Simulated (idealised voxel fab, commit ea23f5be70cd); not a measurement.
process module | voxel transistor to metal
cross-section cut | 150 nm wide | cells 5 nm
A cross-section is a grid of square cells, given in bands from the top down. A band is one or more rows of cells.
Each band's line starts with the height of the band's top and of its bottom, in nm. Then come its materials from left to right, each with its width in nm. One material with "throughout" fills the band from edge to edge. "air" is empty space.
Height 0 is the level under which the wafer as received is all one material. The lowest band goes on downwards, as in "0 down".
A width such as "30 to 40" changes by the same amount from each row of cells to the next, from the band's top row to its bottom row.
"no change" after a step means that no cell of the cross-section changed.
closed voids: empty space of 8 cells or more with no open way to the top, each as width x height at its distance from the left edge, in nm
after a step's settings: what the simulator itself notes on the step
overlay nm, on a step with a mask: how far to the right of its planned place the mask lay; to the left if negative
plan
1 op RECEIVE | material Si
2 op CONFORMAL_DEP | material SiO2 | thk nm 5
3 op CONFORMAL_DEP | material SiN | thk nm 15
4 op DIRECTIONAL_DEP | material aC | thk nm 15
5 op PATTERN | tone cover | mask id ACTIVE | material resist | width nm 95 | thk nm 30 | overlay nm 0
6 op DIRECTIONAL_ETCH | etch materials aC | depth nm 15
7 op STRIP | etch materials resist
8 op DIRECTIONAL_ETCH | etch materials SiN | depth nm 15
9 op DIRECTIONAL_ETCH | etch materials SiO2 | depth nm 5
10 op DIRECTIONAL_ETCH | etch materials Si | depth nm 30
11 op STRIP | etch materials aC
12 op FILL_DEP | material SiO2 | thk nm 10
13 op CMP | height nm 20
14 op SELECTIVE_ETCH | etch materials SiO2 | depth nm 10
15 op STRIP | etch materials SiN
16 op SELECTIVE_ETCH | etch materials SiO2 | depth nm 5
17 op OXIDIZE | depth nm 5
18 op DIRECTIONAL_DEP | material polySi | thk nm 25
19 op DIRECTIONAL_DEP | material SiCN | thk nm 15
20 op PATTERN | tone cover | mask id GATE | material resist | width nm 15 | thk nm 15 | overlay nm 0
21 op DIRECTIONAL_ETCH | etch materials SiCN | depth nm 25
22 op DIRECTIONAL_ETCH | etch materials polySi | depth nm 35
23 op STRIP | etch materials resist
24 op CONFORMAL_DEP | material SiN | thk nm 10
25 op DIRECTIONAL_ETCH | etch materials SiN | depth nm 10
26 op DIRECTIONAL_ETCH | etch materials SiO2 | depth nm 5
27 op EPI | material SiGe | thk nm 5
28 op FILL_DEP | material SiO2 | thk nm 10
29 op CMP | height nm 40
30 op DIRECTIONAL_DEP | material SiO2 | thk nm 15
31 op MASKED_ETCH | tone open | mask id CONTACT | width nm 20 | pitch nm 65 | etch materials SiO2 | depth nm 55 | overlay nm 0
32 op CONFORMAL_DEP | material TiN | thk nm 5
33 op FILL_DEP | material W | thk nm 10
34 op CMP | height nm 55
35 op CONFORMAL_DEP | material SiCN | thk nm 5
36 op DIRECTIONAL_DEP | material SiO2 | thk nm 25
37 op DIRECTIONAL_DEP | material aC | thk nm 10
38 op PATTERN | tone open | mask id METAL_1 | material resist | width nm 20 | pitch nm 65 | thk nm 25 | overlay nm 0
39 op DIRECTIONAL_ETCH | etch materials aC | depth nm 10
40 op STRIP | etch materials resist
41 op DIRECTIONAL_ETCH | etch materials SiO2 | depth nm 25
42 op DIRECTIONAL_ETCH | etch materials SiCN | depth nm 5
43 op STRIP | etch materials aC
44 op CONFORMAL_DEP | material TiN | thk nm 5
45 op FILL_DEP | material Cu | thk nm 10
46 op CMP | height nm 85
47 op EPI | material Ru | thk nm 5
48 op FILL_DEP | material SiCN | thk nm 5
49 op DIRECTIONAL_DEP | material SiO2 | thk nm 25
50 op PATTERN | tone open | mask id METAL_2 | material resist | width nm 20 | pitch nm 65 | thk nm 20 | overlay nm 0
51 op DIRECTIONAL_ETCH | etch materials SiO2 | depth nm 15
52 op STRIP | etch materials resist
53 op DIRECTIONAL_DEP | material aC | thk nm 10
54 op PATTERN | tone open | mask id METAL_2_HOLES | material resist | width nm 15 | pitch nm 65 | thk nm 30 | overlay nm 0
55 op DIRECTIONAL_ETCH | etch materials aC | depth nm 10
56 op STRIP | etch materials resist
57 op DIRECTIONAL_ETCH | etch materials SiO2 | depth nm 10
58 op DIRECTIONAL_ETCH | etch materials SiCN | depth nm 5
59 op STRIP | etch materials aC
60 op CONFORMAL_DEP | material TiN | thk nm 5
61 op FILL_DEP | material Cu | thk nm 5
62 op CMP | height nm 120
63 op CONFORMAL_DEP | material SiN | thk nm 5
first wafer, as planned
as received, after step 1
  0 down: Si throughout
  closed voids: none
after step 2
  5 to 0: SiO2 throughout
  below 0: unchanged
after step 3
  20 to 5: SiN throughout
  below 5: unchanged
after step 4
  35 to 20: aC throughout
  below 20: unchanged
after step 5
  65 to 35: air 25 | resist 95 | air 30
  below 35: unchanged
after step 6
  50 to 35: air 25 | resist 95 | air 30
  35 to 20: air 25 | aC 95 | air 30
  below 20: unchanged
after step 7
  35 to 20: air 25 | aC 95 | air 30
  below 20: unchanged
after step 8
  35 to 20: air 25 | aC 95 | air 30
  20 to 5: air 25 | SiN 95 | air 30
  below 5: unchanged
after step 9
  35 to 20: air 25 | aC 95 | air 30
  20 to 5: air 25 | SiN 95 | air 30
  5 to 0: air 25 | SiO2 95 | air 30
  below 0: unchanged
after step 10
  35 to 20: air 25 | aC 95 | air 30
  20 to 5: air 25 | SiN 95 | air 30
  5 to 0: air 25 | SiO2 95 | air 30
  0 to -30: air 25 | Si 95 | air 30
  below -30: unchanged
after step 11
  20 to 5: air 25 | SiN 95 | air 30
  below 5: unchanged
after step 12
  30 to 20: SiO2 throughout
  20 to 5: SiO2 25 | SiN 95 | SiO2 30
  5 to 0: SiO2 throughout
  0 to -30: SiO2 25 | Si 95 | SiO2 30
  below -30: unchanged
after step 13
  20 to 5: SiO2 25 | SiN 95 | SiO2 30
  below 5: unchanged
after step 14
  20 to 10: air 25 | SiN 95 | air 30
  below 10: unchanged
after step 15
  10 to 5: SiO2 25 | air 95 | SiO2 30
  below 5: unchanged
after step 16
  5 to 0: SiO2 20 | air 105 | SiO2 25
  below 0: unchanged
after step 17
  5 to 0: SiO2 20 | air 105 | SiO2 25
  0 to -5: SiO2 throughout
  below -5: unchanged
after step 18
  30 to 25: polySi 20 | air 105 | polySi 25
  25 to 5: polySi throughout
  5 to 0: SiO2 20 | polySi 105 | SiO2 25
  below 0: unchanged
after step 19
  45 to 40: SiCN 20 | air 105 | SiCN 25
  40 to 30: SiCN throughout
  30 to 25: polySi 20 | SiCN 105 | polySi 25
  below 25: unchanged
after step 20
  60 to 45: air 65 | resist 15 | air 70
  45 to 40: SiCN 20 | air 45 | resist 15 | air 45 | SiCN 25
  below 40: unchanged
after step 21
  60 to 40: air 65 | resist 15 | air 70
  40 to 30: air 65 | SiCN 15 | air 70
  30 to 25: polySi 20 | air 45 | SiCN 15 | air 45 | polySi 25
  below 25: unchanged
after step 22
  60 to 40: air 65 | resist 15 | air 70
  40 to 25: air 65 | SiCN 15 | air 70
  25 to 5: air 65 | polySi 15 | air 70
  5 to 0: SiO2 20 | air 45 | polySi 15 | air 45 | SiO2 25
  below 0: unchanged
after step 23
  40 to 25: air 65 | SiCN 15 | air 70
  below 25: unchanged
after step 24
  50 to 40: air 55 | SiN 35 | air 60
  40 to 25: air 55 | SiN 10 | SiCN 15 | SiN 10 | air 60
  25 to 15: air 55 | SiN 10 | polySi 15 | SiN 10 | air 60
  15 to 10: SiN 30 | air 25 | SiN 10 | polySi 15 | SiN 10 | air 25 | SiN 35
  10 to 5: SiN 65 | polySi 15 | SiN 70
  5 to 0: SiO2 20 | SiN 45 | polySi 15 | SiN 45 | SiO2 25
  below 0: unchanged
after step 25
  40 to 25: air 55 | SiN 10 | SiCN 15 | SiN 10 | air 60
  25 to 5: air 55 | SiN 10 | polySi 15 | SiN 10 | air 60
  5 to 0: SiO2 20 | SiN 10 | air 25 | SiN 10 | polySi 15 | SiN 10 | air 25 | SiN 10 | SiO2 25
  below 0: unchanged
after step 26
  40 to 25: air 55 | SiN 10 | SiCN 15 | SiN 10 | air 60
  25 to 5: air 55 | SiN 10 | polySi 15 | SiN 10 | air 60
  5 to 0: air 20 | SiN 10 | air 25 | SiN 10 | polySi 15 | SiN 10 | air 25 | SiN 10 | air 25
  0 to -5: SiO2 30 | air 25 | SiO2 35 | air 25 | SiO2 35
  below -5: unchanged
after step 27
  40 to 25: air 55 | SiN 10 | SiCN 15 | SiN 10 | air 60
  25 to 5: air 55 | SiN 10 | polySi 15 | SiN 10 | air 60
  5 to 0: air 20 | SiN 10 | air 25 | SiN 10 | polySi 15 | SiN 10 | air 25 | SiN 10 | air 25
  0 to -5: SiO2 30 | SiGe 25 | SiO2 35 | SiGe 25 | SiO2 35
  below -5: unchanged
after step 28
  50 to 40: SiO2 throughout
  40 to 25: SiO2 55 | SiN 10 | SiCN 15 | SiN 10 | SiO2 60
  25 to 5: SiO2 55 | SiN 10 | polySi 15 | SiN 10 | SiO2 60
  5 to 0: SiO2 20 | SiN 10 | SiO2 25 | SiN 10 | polySi 15 | SiN 10 | SiO2 25 | SiN 10 | SiO2 25
  below 0: unchanged
after step 29
  40 to 25: SiO2 55 | SiN 10 | SiCN 15 | SiN 10 | SiO2 60
  below 25: unchanged
after step 30
  55 to 40: SiO2 throughout
  below 40: unchanged
after step 31
  55 to 40: SiO2 30 | air 20 | SiO2 45 | air 20 | SiO2 35
  40 to 25: SiO2 30 | air 20 | SiO2 5 | SiN 10 | SiCN 15 | SiN 10 | SiO2 5 | air 20 | SiO2 35
  25 to 5: SiO2 30 | air 20 | SiO2 5 | SiN 10 | polySi 15 | SiN 10 | SiO2 5 | air 20 | SiO2 35
  5 to 0: SiO2 20 | SiN 10 | air 20 | SiO2 5 | SiN 10 | polySi 15 | SiN 10 | SiO2 5 | air 20 | SiN 10 | SiO2 25
  below 0: unchanged
after step 32
  60 to 55: TiN 35 | air 10 | TiN 55 | air 10 | TiN 40
  55 to 40: SiO2 30 | TiN 5 | air 10 | TiN 5 | SiO2 45 | TiN 5 | air 10 | TiN 5 | SiO2 35
  40 to 25: SiO2 30 | TiN 5 | air 10 | TiN 5 | SiO2 5 | SiN 10 | SiCN 15 | SiN 10 | SiO2 5 | TiN 5 | air 10 | TiN 5 | SiO2 35
  25 to 5: SiO2 30 | TiN 5 | air 10 | TiN 5 | SiO2 5 | SiN 10 | polySi 15 | SiN 10 | SiO2 5 | TiN 5 | air 10 | TiN 5 | SiO2 35
  5 to 0: SiO2 20 | SiN 10 | TiN 20 | SiO2 5 | SiN 10 | polySi 15 | SiN 10 | SiO2 5 | TiN 20 | SiN 10 | SiO2 25
  below 0: unchanged
after step 33
  70 to 60: W throughout
  60 to 55: TiN 35 | W 10 | TiN 55 | W 10 | TiN 40
  55 to 40: SiO2 30 | TiN 5 | W 10 | TiN 5 | SiO2 45 | TiN 5 | W 10 | TiN 5 | SiO2 35
  40 to 25: SiO2 30 | TiN 5 | W 10 | TiN 5 | SiO2 5 | SiN 10 | SiCN 15 | SiN 10 | SiO2 5 | TiN 5 | W 10 | TiN 5 | SiO2 35
  25 to 5: SiO2 30 | TiN 5 | W 10 | TiN 5 | SiO2 5 | SiN 10 | polySi 15 | SiN 10 | SiO2 5 | TiN 5 | W 10 | TiN 5 | SiO2 35
  below 5: unchanged
after step 34
  55 to 40: SiO2 30 | TiN 5 | W 10 | TiN 5 | SiO2 45 | TiN 5 | W 10 | TiN 5 | SiO2 35
  below 40: unchanged
after step 35
  60 to 55: SiCN throughout
  below 55: unchanged
after step 36
  85 to 60: SiO2 throughout
  below 60: unchanged
after step 37
  95 to 85: aC throughout
  below 85: unchanged
after step 38
  120 to 95: resist 30 | air 20 | resist 45 | air 20 | resist 35
  below 95: unchanged
after step 39
  110 to 95: resist 30 | air 20 | resist 45 | air 20 | resist 35
  95 to 85: aC 30 | air 20 | aC 45 | air 20 | aC 35
  below 85: unchanged
after step 40
  95 to 85: aC 30 | air 20 | aC 45 | air 20 | aC 35
  below 85: unchanged
after step 41
  95 to 85: aC 30 | air 20 | aC 45 | air 20 | aC 35
  85 to 60: SiO2 30 | air 20 | SiO2 45 | air 20 | SiO2 35
  below 60: unchanged
after step 42
  95 to 85: aC 30 | air 20 | aC 45 | air 20 | aC 35
  85 to 60: SiO2 30 | air 20 | SiO2 45 | air 20 | SiO2 35
  60 to 55: SiCN 30 | air 20 | SiCN 45 | air 20 | SiCN 35
  below 55: unchanged
after step 43
  85 to 60: SiO2 30 | air 20 | SiO2 45 | air 20 | SiO2 35
  below 60: unchanged
after step 44
  90 to 85: TiN 35 | air 10 | TiN 55 | air 10 | TiN 40
  85 to 60: SiO2 30 | TiN 5 | air 10 | TiN 5 | SiO2 45 | TiN 5 | air 10 | TiN 5 | SiO2 35
  60 to 55: SiCN 30 | TiN 20 | SiCN 45 | TiN 20 | SiCN 35
  below 55: unchanged
after step 45
  100 to 90: Cu throughout
  90 to 85: TiN 35 | Cu 10 | TiN 55 | Cu 10 | TiN 40
  85 to 60: SiO2 30 | TiN 5 | Cu 10 | TiN 5 | SiO2 45 | TiN 5 | Cu 10 | TiN 5 | SiO2 35
  below 60: unchanged
after step 46
  85 to 60: SiO2 30 | TiN 5 | Cu 10 | TiN 5 | SiO2 45 | TiN 5 | Cu 10 | TiN 5 | SiO2 35
  below 60: unchanged
after step 47
  90 to 85: air 25 | Ru 30 | air 35 | Ru 30 | air 30
  below 85: unchanged
after step 48
  95 to 90: SiCN throughout
  90 to 85: SiCN 25 | Ru 30 | SiCN 35 | Ru 30 | SiCN 30
  below 85: unchanged
after step 49
  120 to 95: SiO2 throughout
  below 95: unchanged
after step 50
  140 to 120: resist 30 | air 20 | resist 45 | air 20 | resist 35
  below 120: unchanged
after step 51
  140 to 120: resist 30 | air 20 | resist 45 | air 20 | resist 35
  120 to 105: SiO2 30 | air 20 | SiO2 45 | air 20 | SiO2 35
  below 105: unchanged
after step 52
  120 to 105: SiO2 30 | air 20 | SiO2 45 | air 20 | SiO2 35
  below 105: unchanged
after step 53
  130 to 120: aC 30 | air 20 | aC 45 | air 20 | aC 35
  120 to 115: SiO2 30 | air 20 | SiO2 45 | air 20 | SiO2 35
  115 to 105: SiO2 30 | aC 20 | SiO2 45 | aC 20 | SiO2 35
  below 105: unchanged
after step 54
  160 to 130: resist 30 | air 15 | resist 50 | air 15 | resist 40
  130 to 120: aC 30 | air 15 | resist 5 | aC 45 | air 15 | resist 5 | aC 35
  120 to 115: SiO2 30 | air 15 | resist 5 | SiO2 45 | air 15 | resist 5 | SiO2 35
  below 115: unchanged
after step 55
  150 to 130: resist 30 | air 15 | resist 50 | air 15 | resist 40
  130 to 120: aC 30 | air 15 | resist 5 | aC 45 | air 15 | resist 5 | aC 35
  120 to 115: SiO2 30 | air 15 | resist 5 | SiO2 45 | air 15 | resist 5 | SiO2 35
  115 to 105: SiO2 30 | air 15 | aC 5 | SiO2 45 | air 15 | aC 5 | SiO2 35
  below 105: unchanged
after step 56
  130 to 120: aC 30 | air 20 | aC 45 | air 20 | aC 35
  120 to 115: SiO2 30 | air 20 | SiO2 45 | air 20 | SiO2 35
  below 115: unchanged
after step 57
  130 to 120: aC 30 | air 20 | aC 45 | air 20 | aC 35
  120 to 115: SiO2 30 | air 20 | SiO2 45 | air 20 | SiO2 35
  115 to 105: SiO2 30 | air 15 | aC 5 | SiO2 45 | air 15 | aC 5 | SiO2 35
  105 to 95: SiO2 30 | air 15 | SiO2 50 | air 15 | SiO2 40
  below 95: unchanged
after step 58
  130 to 120: aC 30 | air 20 | aC 45 | air 20 | aC 35
  120 to 115: SiO2 30 | air 20 | SiO2 45 | air 20 | SiO2 35
  115 to 105: SiO2 30 | air 15 | aC 5 | SiO2 45 | air 15 | aC 5 | SiO2 35
  105 to 95: SiO2 30 | air 15 | SiO2 50 | air 15 | SiO2 40
  95 to 90: SiCN 30 | air 15 | SiCN 50 | air 15 | SiCN 40
  below 90: unchanged
after step 59
  120 to 105: SiO2 30 | air 20 | SiO2 45 | air 20 | SiO2 35
  below 105: unchanged
after step 60
  125 to 120: TiN 35 | air 10 | TiN 55 | air 10 | TiN 40
  120 to 110: SiO2 30 | TiN 5 | air 10 | TiN 5 | SiO2 45 | TiN 5 | air 10 | TiN 5 | SiO2 35
  110 to 105: SiO2 30 | TiN 5 | air 5 | TiN 10 | SiO2 45 | TiN 5 | air 5 | TiN 10 | SiO2 35
  105 to 95: SiO2 30 | TiN 5 | air 5 | TiN 5 | SiO2 50 | TiN 5 | air 5 | TiN 5 | SiO2 40
  95 to 90: SiCN 30 | TiN 15 | SiCN 50 | TiN 15 | SiCN 40
  below 90: unchanged
after step 61
  130 to 125: Cu throughout
  125 to 120: TiN 35 | Cu 10 | TiN 55 | Cu 10 | TiN 40
  120 to 110: SiO2 30 | TiN 5 | Cu 10 | TiN 5 | SiO2 45 | TiN 5 | Cu 10 | TiN 5 | SiO2 35
  110 to 105: SiO2 30 | TiN 5 | Cu 5 | TiN 10 | SiO2 45 | TiN 5 | Cu 5 | TiN 10 | SiO2 35
  105 to 95: SiO2 30 | TiN 5 | Cu 5 | TiN 5 | SiO2 50 | TiN 5 | Cu 5 | TiN 5 | SiO2 40
  below 95: unchanged
after step 62
  120 to 110: SiO2 30 | TiN 5 | Cu 10 | TiN 5 | SiO2 45 | TiN 5 | Cu 10 | TiN 5 | SiO2 35
  below 110: unchanged
after step 63
  125 to 120: SiN throughout
  below 120: unchanged
second wafer: like start, like plan, one mistake. Through step 34 it matches the first wafer
when step 35 should have ended
  80 to 55: SiO2 throughout
  below 55: unchanged
when step 36 should have ended
  85 to 80: SiCN throughout
  below 80: unchanged
when step 37 should have ended
  95 to 85: aC throughout
  below 85: unchanged
when step 38 should have ended
  120 to 95: resist 30 | air 20 | resist 45 | air 20 | resist 35
  below 95: unchanged
when step 39 should have ended
  110 to 95: resist 30 | air 20 | resist 45 | air 20 | resist 35
  95 to 85: aC 30 | air 20 | aC 45 | air 20 | aC 35
  below 85: unchanged
when step 40 should have ended
  95 to 85: aC 30 | air 20 | aC 45 | air 20 | aC 35
  below 85: unchanged
when step 41 should have ended: no change
when step 42 should have ended
  95 to 85: aC 30 | air 20 | aC 45 | air 20 | aC 35
  85 to 80: SiCN 30 | air 20 | SiCN 45 | air 20 | SiCN 35
  below 80: unchanged
when step 43 should have ended
  85 to 80: SiCN 30 | air 20 | SiCN 45 | air 20 | SiCN 35
  below 80: unchanged
when step 44 should have ended
  90 to 85: TiN 35 | air 10 | TiN 55 | air 10 | TiN 40
  85 to 80: SiCN 30 | TiN 20 | SiCN 45 | TiN 20 | SiCN 35
  below 80: unchanged
when step 45 should have ended
  100 to 90: Cu throughout
  90 to 85: TiN 35 | Cu 10 | TiN 55 | Cu 10 | TiN 40
  below 85: unchanged
when step 46 should have ended
  85 to 80: SiCN 30 | TiN 20 | SiCN 45 | TiN 20 | SiCN 35
  below 80: unchanged
when step 47 should have ended
  90 to 85: air 25 | Ru 30 | air 35 | Ru 30 | air 30
  below 85: unchanged
when step 48 should have ended
  95 to 90: SiCN throughout
  90 to 85: SiCN 25 | Ru 30 | SiCN 35 | Ru 30 | SiCN 30
  below 85: unchanged
when step 49 should have ended
  120 to 95: SiO2 throughout
  below 95: unchanged
when step 50 should have ended
  140 to 120: resist 30 | air 20 | resist 45 | air 20 | resist 35
  below 120: unchanged
when step 51 should have ended
  140 to 120: resist 30 | air 20 | resist 45 | air 20 | resist 35
  120 to 105: SiO2 30 | air 20 | SiO2 45 | air 20 | SiO2 35
  below 105: unchanged
when step 52 should have ended
  120 to 105: SiO2 30 | air 20 | SiO2 45 | air 20 | SiO2 35
  below 105: unchanged
when step 53 should have ended
  130 to 120: aC 30 | air 20 | aC 45 | air 20 | aC 35
  120 to 115: SiO2 30 | air 20 | SiO2 45 | air 20 | SiO2 35
  115 to 105: SiO2 30 | aC 20 | SiO2 45 | aC 20 | SiO2 35
  below 105: unchanged
when step 54 should have ended
  160 to 130: resist 30 | air 15 | resist 50 | air 15 | resist 40
  130 to 120: aC 30 | air 15 | resist 5 | aC 45 | air 15 | resist 5 | aC 35
  120 to 115: SiO2 30 | air 15 | resist 5 | SiO2 45 | air 15 | resist 5 | SiO2 35
  below 115: unchanged
when step 55 should have ended
  150 to 130: resist 30 | air 15 | resist 50 | air 15 | resist 40
  130 to 120: aC 30 | air 15 | resist 5 | aC 45 | air 15 | resist 5 | aC 35
  120 to 115: SiO2 30 | air 15 | resist 5 | SiO2 45 | air 15 | resist 5 | SiO2 35
  115 to 105: SiO2 30 | air 15 | aC 5 | SiO2 45 | air 15 | aC 5 | SiO2 35
  below 105: unchanged
when step 56 should have ended
  130 to 120: aC 30 | air 20 | aC 45 | air 20 | aC 35
  120 to 115: SiO2 30 | air 20 | SiO2 45 | air 20 | SiO2 35
  below 115: unchanged
when step 57 should have ended
  130 to 120: aC 30 | air 20 | aC 45 | air 20 | aC 35
  120 to 115: SiO2 30 | air 20 | SiO2 45 | air 20 | SiO2 35
  115 to 105: SiO2 30 | air 15 | aC 5 | SiO2 45 | air 15 | aC 5 | SiO2 35
  105 to 95: SiO2 30 | air 15 | SiO2 50 | air 15 | SiO2 40
  below 95: unchanged
when step 58 should have ended
  130 to 120: aC 30 | air 20 | aC 45 | air 20 | aC 35
  120 to 115: SiO2 30 | air 20 | SiO2 45 | air 20 | SiO2 35
  115 to 105: SiO2 30 | air 15 | aC 5 | SiO2 45 | air 15 | aC 5 | SiO2 35
  105 to 95: SiO2 30 | air 15 | SiO2 50 | air 15 | SiO2 40
  95 to 90: SiCN 30 | air 15 | SiCN 50 | air 15 | SiCN 40
  below 90: unchanged
when step 59 should have ended
  120 to 105: SiO2 30 | air 20 | SiO2 45 | air 20 | SiO2 35
  below 105: unchanged
when step 60 should have ended
  125 to 120: TiN 35 | air 10 | TiN 55 | air 10 | TiN 40
  120 to 110: SiO2 30 | TiN 5 | air 10 | TiN 5 | SiO2 45 | TiN 5 | air 10 | TiN 5 | SiO2 35
  110 to 105: SiO2 30 | TiN 5 | air 5 | TiN 10 | SiO2 45 | TiN 5 | air 5 | TiN 10 | SiO2 35
  105 to 95: SiO2 30 | TiN 5 | air 5 | TiN 5 | SiO2 50 | TiN 5 | air 5 | TiN 5 | SiO2 40
  95 to 90: SiCN 30 | TiN 15 | SiCN 50 | TiN 15 | SiCN 40
  below 90: unchanged
when step 61 should have ended
  130 to 125: Cu throughout
  125 to 120: TiN 35 | Cu 10 | TiN 55 | Cu 10 | TiN 40
  120 to 110: SiO2 30 | TiN 5 | Cu 10 | TiN 5 | SiO2 45 | TiN 5 | Cu 10 | TiN 5 | SiO2 35
  110 to 105: SiO2 30 | TiN 5 | Cu 5 | TiN 10 | SiO2 45 | TiN 5 | Cu 5 | TiN 10 | SiO2 35
  105 to 95: SiO2 30 | TiN 5 | Cu 5 | TiN 5 | SiO2 50 | TiN 5 | Cu 5 | TiN 5 | SiO2 40
  below 95: unchanged
when step 62 should have ended
  120 to 110: SiO2 30 | TiN 5 | Cu 10 | TiN 5 | SiO2 45 | TiN 5 | Cu 10 | TiN 5 | SiO2 35
  below 110: unchanged
when step 63 should have ended
  125 to 120: SiN throughout
  below 120: unchanged
what went wrong: steps 35 and 36 were swapped
at the end the second wafer has, in cells: 20 fewer of Cu | 40 more of SiO2 | 20 fewer of TiN
